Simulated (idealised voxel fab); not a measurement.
The following process module bears the name voxel air gaps.
Cross-section cut spans 175 nm and uses square cells 5 nm in size.
Cross-section layout: square cells on a grid; listed as bands, top to bottom; a band spans one or more cell rows.
For a band, the entry starts with two heights in nm, that of the top and then that of the bottom, and carries on with the band's materials in order from left to right, each alongside its width in nm; the word "all across" beside a single material means it fills the band edge to edge, and "empty" means empty space.
Measure heights from 0. That's the level where, below it, the as-received wafer is all one material. The lowest band is bottomless and extends downward; write it as in "0 nm and below".
The width entry "30->40" should be interpreted row by row: the top row of cells in the band takes the first number, the bottom row takes the second number, and the change between adjacent rows is uniform throughout.
Given "remains unaltered" for a step, no cell of the cross-section differs between before and after that step.
Entry "Non-vented voids" = empty spaces >= 8 cells with no open way to the top; each as width x height at distance, distance from left edge, all nm.
The remark found on a step's line after its settings is issued by the simulator itself and pertains to that step.
The "overlay nm" setting may appear on a step's line; for a step that uses a mask, it gives how far to the right of its planned position the mask lay, and a negative value indicates the left.
# plan
1. RECEIVE, material Si
2. CONFORMAL_DEP, material SiO2, thk nm 15
3. CONFORMAL_DEP, material SiCN, thk nm 5
4. DIRECTIONAL_DEP, material SiO2, thk nm 30
5. DIRECTIONAL_DEP, material aC, thk nm 15
6. PATTERN, tone open, mask id LINES, material resist, width nm 25, pitch nm 50, thk nm 35, overlay nm 0
7. DIRECTIONAL_ETCH, etch materials aC, depth nm 15
8. STRIP, etch materials resist
9. DIRECTIONAL_ETCH, etch materials SiO2, depth nm 30
10. STRIP, etch materials aC
11. CONFORMAL_DEP, material TiN, thk nm 5
12. FILL_DEP, material Cu, thk nm 10
13. CMP, height nm 50
14. EPI, material Ru, thk nm 10
15. SELECTIVE_ETCH, etch materials SiO2, depth nm 40
16. CONFORMAL_DEP, material SiCN, thk nm 5
# Cross-section of the wafer upon arrival, representing the state reached after step 1
> 0 nm and below = Si all across
> Non-vented voids: none
# Cross-sectional result after module completion. Note: starting condition and plan are unchanged from above; one processing mistake was made
> 65 nm to 60 nm = 10 empty; 155 SiCN; 10 empty
> 60 nm to 50 nm = 10 empty; 5 SiCN; 45 Ru; 5 SiCN; 45 Ru; 5 SiCN; 45 Ru; 5 SiCN; 10 empty
> 50 nm to 45 nm = 10 empty; 15 SiCN; 5 TiN; 15 Cu; 5 TiN; 25 SiCN; 5 TiN; 15 Cu; 5 TiN; 25 SiCN; 5 TiN; 15 Cu; 5 TiN; 15 SiCN; 10 empty
> 45 nm to 40 nm = 20 empty; 5 SiCN; 5 TiN; 15 Cu; 5 TiN; 5 SiCN; 15 empty; 5 SiCN; 5 TiN; 15 Cu; 5 TiN; 5 SiCN; 15 empty; 5 SiCN; 5 TiN; 15 Cu; 5 TiN; 5 SiCN; 20 empty
> 40 nm to 35 nm = 25 SiCN; 25 TiN; 25 SiCN; 25 TiN; 25 SiCN; 25 TiN; 25 SiCN
> 35 nm to 30 nm = SiCN all across
> 30 nm to 0 nm = SiO2 all across
> 0 nm and below = Si all across
> Non-vented voids: none
Short version of what went wrong: plan step 2 was conducted twice
